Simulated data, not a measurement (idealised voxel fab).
process module | voxel ribs on slabs
Section shown: cut. Width: 260 nm. Cell size: 5 nm, square.
Cross-section, as written here: a square-cell grid given band by band from the top down, where a band holds one or more rows of cells.
Band entry format. Leading values: height of top, height of bottom, nm. Remainder: materials in left-to-right order, each with its width in nm. Special words: "throughout" on a single material, which then fills the band edge to edge; "empty", empty space.
Beneath 0, the wafer as received is one material, and that level is where height counting begins. The lowest band goes on downward without a bottom; it is written like "top 0, no bottom".
Quick explanation for "30 to 40": the width changes in equal steps down the rows of cells, from the first number in the band's top row to the second number in its bottom row.
For the purposes of this document, the phrase "remained the same" attached to a step denotes that no cell within the cross-section was modified by that step.
Closed-off voids of 8+ cells (no open route to the top) go in "Voids, sealed", written width x height at distance from the left edge, in nm.
Read whatever lies past the settings on a step's line as the simulator's own remark about the step.
You can add "overlay nm" to a step's line. For a step with a mask, it describes how far the mask lay to the right of its planned position, and a negative number describes a lay to the left.
# The following list gives the planned process steps
1,RECEIVE, material Si
2,DIRECTIONAL_DEP, material SiO2, thk nm 20
3,DIRECTIONAL_DEP, material polySi, thk nm 25
4,MASKED_ETCH, tone cover, mask id RIB, width nm 15, etch materials polySi, depth nm 20, overlay nm -15
5,PATTERN, tone cover, mask id SLAB, material resist, width nm 75, thk nm 20, overlay nm 0
6,DIRECTIONAL_ETCH, etch materials polySi, depth nm 5
7,STRIP, etch materials resist
8,FILL_DEP, material SiO2, thk nm 25
9,CMP, height nm 65
10,DIRECTIONAL_DEP, material W, thk nm 5
11,MASKED_ETCH, tone cover, mask id HEATER, width nm 25, etch materials W, depth nm 5, overlay nm 0
12,CONFORMAL_DEP, material SiN, thk nm 5
For clarity, it should be stated that the wafers under discussion commence in an identical condition and differ with respect to the overlay nm of step 4, the plan indicating the value that the first wafer had.
# Here's the first of the wafers in cross-section, just as we got it, i.e. after step 1
  top 0, no bottom  Si throughout
  Voids, sealed: none
# Where each wafer stands at the end of the module, a row apiece: cells of each material gained (+) or lost (-) since it was received, then closed voids
overlay nm -15, +54 SiN, +649 SiO2, +5 W, +27 polySi, Voids, sealed: none
overlay nm -10, +54 SiN, +649 SiO2, +5 W, +27 polySi, Voids, sealed: none
overlay nm -5, +54 SiN, +649 SiO2, +5 W, +27 polySi, Voids, sealed: none
overlay nm 0, +54 SiN, +649 SiO2, +5 W, +27 polySi, Voids, sealed: none
overlay nm 5, +54 SiN, +649 SiO2, +5 W, +27 polySi, Voids, sealed: none
overlay nm 10, +54 SiN, +649 SiO2, +5 W, +27 polySi, Voids, sealed: none
overlay nm 15, +54 SiN, +649 SiO2, +5 W, +27 polySi, Voids, sealed: none
